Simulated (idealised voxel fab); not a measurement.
Herein follows the process module entitled voxel double patterning.
Section cut is 260 nm wide and gridded with 5 nm square cells.
A cross-section is a grid of square cells, given in bands from the top down. A band is one or more rows of cells. The band entry comprises the height of the band's top followed by the height of its bottom, expressed in nm, and subsequently the band's materials from left to right, each stated together with its width in nm. Where a single material is marked with the word "full width", that material fills the band from edge to edge. The word "empty" represents empty space. For the purposes of this specification, 0 denotes the height below which the wafer in its as-received condition is composed wholly of one material, and the lowermost band, lacking a lower limit, extends downward without end, as expressed in "from 0 down". Read "30..40" as a graded width: first number on top, second number at the bottom, same change between each pair of neighbouring rows. For the purposes of this document, the phrase "remains unaltered" attached to a step denotes that no cell within the cross-section was modified by that step. "Closed void register": empty spaces of 8 cells or more with no open way to the top, each given as width x height at distance, distance from the left edge, all in nm. Whatever follows a step's settings on its line is a remark the simulator itself makes about that step. The "overlay nm" setting may appear on a step's line; for a step that uses a mask, it gives how far to the right of its planned position the mask lay, and a negative value indicates the left.

Planned step list for the process
1: RECEIVE (material Si)
2: CONFORMAL_DEP (material SiN; thk nm 10)
3: DIRECTIONAL_DEP (material SiO2; thk nm 15)
4: DIRECTIONAL_DEP (material SiCN; thk nm 10)
5: PATTERN (tone open; mask id FIRST; material resist; width nm 15; pitch nm 50; thk nm 15; overlay nm 0)
6: DIRECTIONAL_ETCH (etch materials SiCN; depth nm 10)
7: STRIP (etch materials resist)
8: DIRECTIONAL_DEP (material aC; thk nm 15)
9: PATTERN (tone open; mask id SECOND; material resist; width nm 15; thk nm 35; overlay nm 0)
10: DIRECTIONAL_ETCH (etch materials aC; depth nm 15)
11: STRIP (etch materials resist)
12: DIRECTIONAL_ETCH (etch materials SiCN; depth nm 10)
13: STRIP (etch materials aC)
14: DIRECTIONAL_ETCH (etch materials SiO2; depth nm 15)
15: STRIP (etch materials SiCN)

Shown in cross-section is the wafer as received, that is, as it stands after step 1
	from 0 down: Si full width
	Closed void register: none

Starting structure and process plan are as shown above, but one mistake was made in running the module; the wafer cross-section at the end of the module follows
	from 25 to 10: 100 nm SiO2, then 15 nm empty, then 5 nm SiO2, then 15 nm empty, then 15 nm SiO2, then 15 nm empty, then 95 nm SiO2
	from 10 to 0: SiN full width
	from 0 down: Si full width
	Closed void register: none
The mistake made against the process plan was this: not per plan at step 5, really ran PATTERN (tone open; mask id FIRST; material resist; width nm 15; pitch nm 50; thk nm 15; overlay nm 5)
